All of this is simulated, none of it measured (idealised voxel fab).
The name of this process module is voxel wiring stack.
Cross-section cut: width 225 nm, square cells of 5 nm.
Bands, listed from the top down, are how a cross-section gets written in this document; the cross-section itself is a grid of square cells, and a band is one or more rows of them.
In this notation a band is specified by the heights of its top and bottom, in that order and in nm, after which its materials appear from left to right, each paired with its width in nm. The word "edge to edge" attached to a single material means that material fills the band from edge to edge; the word "air" stands for empty space.
A quick word on heights: they are counted from 0, and under that level the wafer as it came to us is one material throughout. The lowest band is different from the rest in having no bottom; it simply continues downward, written as in "z 0 and below".
Quick explanation for "30->40": the width changes in equal steps down the rows of cells, from the first number in the band's top row to the second number in its bottom row.
"nothing was modified" for a step: no cell of the cross-section changed in that step.
Heads up: "Entrapped voids" only lists the empty pockets with no open path to the top that are 8 cells or more, and it writes them as width x height at distance, distance from the left edge, in nm.
Text after the settings on a step's line: the simulator's own remark on that step.
If you see "overlay nm" on a step's line and that step has a mask, it's telling you how far right of where it was planned the mask ended up; a negative number means it went left instead.
### Steps in the process plan
- 1: RECEIVE [material Si]
- 2: CONFORMAL_DEP [material SiO2] [thk nm 15]
- 3: CONFORMAL_DEP [material SiN] [thk nm 5]
- 4: DIRECTIONAL_DEP [material lowk] [thk nm 25]
- 5: MASKED_ETCH [tone open] [mask id METAL_1] [width nm 20] [pitch nm 35] [etch materials lowk] [depth nm 25] [overlay nm 0]
- 6: MASKED_ETCH [tone open] [mask id METAL_1] [width nm 20] [pitch nm 35] [etch materials SiN] [depth nm 5] [overlay nm 0]
- 7: CONFORMAL_DEP [material TiN] [thk nm 5]
- 8: FILL_DEP [material Cu] [thk nm 5]
- 9: CMP [height nm 45]
- 10: CONFORMAL_DEP [material SiCN] [thk nm 5]
- 11: DIRECTIONAL_DEP [material lowk] [thk nm 20]
- 12: DIRECTIONAL_DEP [material aC] [thk nm 15]
- 13: PATTERN [tone open] [mask id PLUG_1] [material resist] [width nm 15] [pitch nm 35] [thk nm 35] [overlay nm 0]
- 14: DIRECTIONAL_ETCH [etch materials aC] [depth nm 15]
- 15: STRIP [etch materials resist]
- 16: DIRECTIONAL_ETCH [etch materials lowk] [depth nm 20]
- 17: DIRECTIONAL_ETCH [etch materials SiCN] [depth nm 5]
- 18: STRIP [etch materials aC]
- 19: EPI [material Ru] [thk nm 10]
- 20: EPI [material Ru] [thk nm 10]
- 21: EPI [material Ru] [thk nm 5]
- 22: DIRECTIONAL_DEP [material TiN] [thk nm 5]
- 23: DIRECTIONAL_DEP [material W] [thk nm 25]
- 24: MASKED_ETCH [tone cover] [mask id METAL_2] [width nm 20] [pitch nm 35] [etch materials W] [depth nm 25] [overlay nm 0]
- 25: MASKED_ETCH [tone cover] [mask id METAL_2] [width nm 20] [pitch nm 35] [etch materials TiN] [depth nm 5] [overlay nm 0]
- 26: CONFORMAL_DEP [material SiCN] [thk nm 5]
- 27: FILL_DEP [material SiO2] [thk nm 10]
- 28: CMP [height nm 100]
- 29: CONFORMAL_DEP [material SiCN] [thk nm 5]
- 30: DIRECTIONAL_DEP [material SiO2] [thk nm 35]
- 31: MASKED_ETCH [tone open] [mask id METAL_3_HOLES] [width nm 15] [pitch nm 35] [etch materials SiO2] [depth nm 35] [overlay nm 0]
- 32: PATTERN [tone open] [mask id METAL_3] [material resist] [width nm 20] [pitch nm 35] [thk nm 15] [overlay nm 0]
- 33: DIRECTIONAL_ETCH [etch materials SiO2] [depth nm 20]
- 34: DIRECTIONAL_ETCH [etch materials SiCN] [depth nm 5]
- 35: STRIP [etch materials resist]
- 36: CONFORMAL_DEP [material TiN] [thk nm 5]
- 37: FILL_DEP [material Cu] [thk nm 5]
- 38: CMP [height nm 140]
- 39: CONFORMAL_DEP [material SiCN] [thk nm 5]
- 40: DIRECTIONAL_DEP [material lowk] [thk nm 15]
- 41: DIRECTIONAL_DEP [material aC] [thk nm 10]
- 42: PATTERN [tone open] [mask id PLUG_3] [material resist] [width nm 15] [pitch nm 35] [thk nm 30] [overlay nm 0]
- 43: DIRECTIONAL_ETCH [etch materials aC] [depth nm 10]
- 44: STRIP [etch materials resist]
- 45: DIRECTIONAL_ETCH [etch materials lowk] [depth nm 15]
- 46: DIRECTIONAL_ETCH [etch materials SiCN] [depth nm 5]
- 47: STRIP [etch materials aC]
- 48: EPI [material Ru] [thk nm 10]
- 49: EPI [material Ru] [thk nm 10]
- 50: CONFORMAL_DEP [material SiCN] [thk nm 5]
- 51: DIRECTIONAL_DEP [material lowk] [thk nm 20]
- 52: PATTERN [tone open] [mask id METAL_4] [material resist] [width nm 20] [pitch nm 35] [thk nm 15] [overlay nm 0]
- 53: DIRECTIONAL_ETCH [etch materials lowk] [depth nm 20]
- 54: DIRECTIONAL_ETCH [etch materials SiCN] [depth nm 5]
- 55: STRIP [etch materials resist]
- 56: CONFORMAL_DEP [material TiN] [thk nm 5]
- 57: FILL_DEP [material Cu] [thk nm 5]
- 58: CMP [height nm 185]
- 59: CONFORMAL_DEP [material SiN] [thk nm 5]
### This is the cross-section of the wafer as we received it, i.e. after step 1
z 0 and below = Si edge to edge
Entrapped voids: none
### First of two wafers: cross-section at end of module, run per plan
z 190 to 185 = SiN edge to edge
z 185 to 165 = 50 of lowk; 5 of TiN; 10 of Cu; 5 of TiN; 15 of lowk; 5 of TiN; 10 of Cu; 5 of TiN; 15 of lowk; 5 of TiN; 10 of Cu; 5 of TiN; 15 of lowk; 5 of TiN; 10 of Cu; 5 of TiN; 50 of lowk
z 165 to 160 = 50 of SiCN; 20 of TiN; 15 of SiCN; 20 of TiN; 15 of SiCN; 20 of TiN; 15 of SiCN; 20 of TiN; 50 of SiCN
z 160 to 145 = 50 of lowk; 15 of Ru; 20 of lowk; 15 of Ru; 20 of lowk; 15 of Ru; 20 of lowk; 15 of Ru; 55 of lowk
z 145 to 140 = 50 of SiCN; 15 of Ru; 20 of SiCN; 15 of Ru; 20 of SiCN; 15 of Ru; 20 of SiCN; 15 of Ru; 55 of SiCN
z 140 to 125 = 50 of SiO2; 5 of TiN; 10 of Cu; 5 of TiN; 15 of SiO2; 5 of TiN; 10 of Cu; 5 of TiN; 15 of SiO2; 5 of TiN; 10 of Cu; 5 of TiN; 15 of SiO2; 5 of TiN; 10 of Cu; 5 of TiN; 50 of SiO2
z 125 to 120 = 50 of SiO2; 5 of TiN; 5 of Cu; 10 of TiN; 15 of SiO2; 5 of TiN; 5 of Cu; 10 of TiN; 15 of SiO2; 5 of TiN; 5 of Cu; 10 of TiN; 15 of SiO2; 5 of TiN; 5 of Cu; 10 of TiN; 50 of SiO2
z 120 to 105 = 50 of SiO2; 5 of TiN; 5 of Cu; 5 of TiN; 20 of SiO2; 5 of TiN; 5 of Cu; 5 of TiN; 20 of SiO2; 5 of TiN; 5 of Cu; 5 of TiN; 20 of SiO2; 5 of TiN; 5 of Cu; 5 of TiN; 55 of SiO2
z 105 to 100 = 50 of SiCN; 15 of TiN; 20 of SiCN; 15 of TiN; 20 of SiCN; 15 of TiN; 20 of SiCN; 15 of TiN; 55 of SiCN
z 100 to 75 = 45 of SiO2; 5 of SiCN; 20 of W; 5 of SiCN; 5 of SiO2; 5 of SiCN; 20 of W; 5 of SiCN; 5 of SiO2; 5 of SiCN; 20 of W; 5 of SiCN; 5 of SiO2; 5 of SiCN; 20 of W; 5 of SiCN; 45 of SiO2
z 75 to 70 = 50 of SiCN; 20 of TiN; 15 of SiCN; 20 of TiN; 15 of SiCN; 20 of TiN; 15 of SiCN; 20 of TiN; 50 of SiCN
z 70 to 50 = 50 of lowk; 15 of Ru; 20 of lowk; 15 of Ru; 20 of lowk; 15 of Ru; 20 of lowk; 15 of Ru; 55 of lowk
z 50 to 45 = 50 of SiCN; 15 of Ru; 20 of SiCN; 15 of Ru; 20 of SiCN; 15 of Ru; 20 of SiCN; 15 of Ru; 55 of SiCN
z 45 to 20 = 50 of lowk; 5 of TiN; 10 of Cu; 5 of TiN; 15 of lowk; 5 of TiN; 10 of Cu; 5 of TiN; 15 of lowk; 5 of TiN; 10 of Cu; 5 of TiN; 15 of lowk; 5 of TiN; 10 of Cu; 5 of TiN; 50 of lowk
z 20 to 15 = 50 of SiN; 20 of TiN; 15 of SiN; 20 of TiN; 15 of SiN; 20 of TiN; 15 of SiN; 20 of TiN; 50 of SiN
z 15 to 0 = SiO2 edge to edge
z 0 and below = Si edge to edge
Entrapped voids: none
### Now the second wafer, cross-sectioned at the end of the module. Nothing different at the start, nothing different in the plan compared with the first, just one mistake when it was actually run
z 190 to 185 = SiN edge to edge
z 185 to 165 = 50 of lowk; 5 of TiN; 10 of Cu; 5 of TiN; 15 of lowk; 5 of TiN; 10 of Cu; 5 of TiN; 15 of lowk; 5 of TiN; 10 of Cu; 5 of TiN; 15 of lowk; 5 of TiN; 10 of Cu; 5 of TiN; 50 of lowk
z 165 to 160 = 50 of SiCN; 20 of TiN; 15 of SiCN; 20 of TiN; 15 of SiCN; 20 of TiN; 15 of SiCN; 20 of TiN; 50 of SiCN
z 160 to 145 = 50 of lowk; 15 of Ru; 20 of lowk; 15 of Ru; 20 of lowk; 15 of Ru; 20 of lowk; 15 of Ru; 55 of lowk
z 145 to 140 = 50 of SiCN; 15 of Ru; 20 of SiCN; 15 of Ru; 20 of SiCN; 15 of Ru; 20 of SiCN; 15 of Ru; 55 of SiCN
z 140 to 125 = 50 of SiO2; 5 of TiN; 10 of Cu; 5 of TiN; 15 of SiO2; 5 of TiN; 10 of Cu; 5 of TiN; 15 of SiO2; 5 of TiN; 10 of Cu; 5 of TiN; 15 of SiO2; 5 of TiN; 10 of Cu; 5 of TiN; 50 of SiO2
z 125 to 120 = 50 of SiO2; 5 of TiN; 5 of Cu; 10 of TiN; 15 of SiO2; 5 of TiN; 5 of Cu; 10 of TiN; 15 of SiO2; 5 of TiN; 5 of Cu; 10 of TiN; 15 of SiO2; 5 of TiN; 5 of Cu; 10 of TiN; 50 of SiO2
z 120 to 105 = 50 of SiO2; 5 of TiN; 5 of Cu; 5 of TiN; 20 of SiO2; 5 of TiN; 5 of Cu; 5 of TiN; 20 of SiO2; 5 of TiN; 5 of Cu; 5 of TiN; 20 of SiO2; 5 of TiN; 5 of Cu; 5 of TiN; 55 of SiO2
z 105 to 100 = 50 of SiCN; 15 of TiN; 20 of SiCN; 15 of TiN; 20 of SiCN; 15 of TiN; 20 of SiCN; 15 of TiN; 55 of SiCN
z 100 to 95 = 45 of SiO2; 30 of SiCN; 5 of SiO2; 30 of SiCN; 5 of SiO2; 30 of SiCN; 5 of SiO2; 30 of SiCN; 45 of SiO2
z 95 to 75 = 45 of SiO2; 5 of SiCN; 20 of W; 5 of SiCN; 5 of SiO2; 5 of SiCN; 20 of W; 5 of SiCN; 5 of SiO2; 5 of SiCN; 20 of W; 5 of SiCN; 5 of SiO2; 5 of SiCN; 20 of W; 5 of SiCN; 45 of SiO2
z 75 to 70 = 50 of SiCN; 20 of W; 15 of SiCN; 20 of W; 15 of SiCN; 20 of W; 15 of SiCN; 20 of W; 50 of SiCN
z 70 to 50 = 50 of lowk; 15 of Ru; 20 of lowk; 15 of Ru; 20 of lowk; 15 of Ru; 20 of lowk; 15 of Ru; 55 of lowk
z 50 to 45 = 50 of SiCN; 15 of Ru; 20 of SiCN; 15 of Ru; 20 of SiCN; 15 of Ru; 20 of SiCN; 15 of Ru; 55 of SiCN
z 45 to 20 = 50 of lowk; 5 of TiN; 10 of Cu; 5 of TiN; 15 of lowk; 5 of TiN; 10 of Cu; 5 of TiN; 15 of lowk; 5 of TiN; 10 of Cu; 5 of TiN; 15 of lowk; 5 of TiN; 10 of Cu; 5 of TiN; 50 of lowk
z 20 to 15 = 50 of SiN; 20 of TiN; 15 of SiN; 20 of TiN; 15 of SiN; 20 of TiN; 15 of SiN; 20 of TiN; 50 of SiN
z 15 to 0 = SiO2 edge to edge
z 0 and below = Si edge to edge
Entrapped voids: none
What broke from the plan during processing? step 22 of the plan got skipped, so it never ran
at the end the second wafer has, in cells: SiCN: 16 more; TiN: 16 fewer
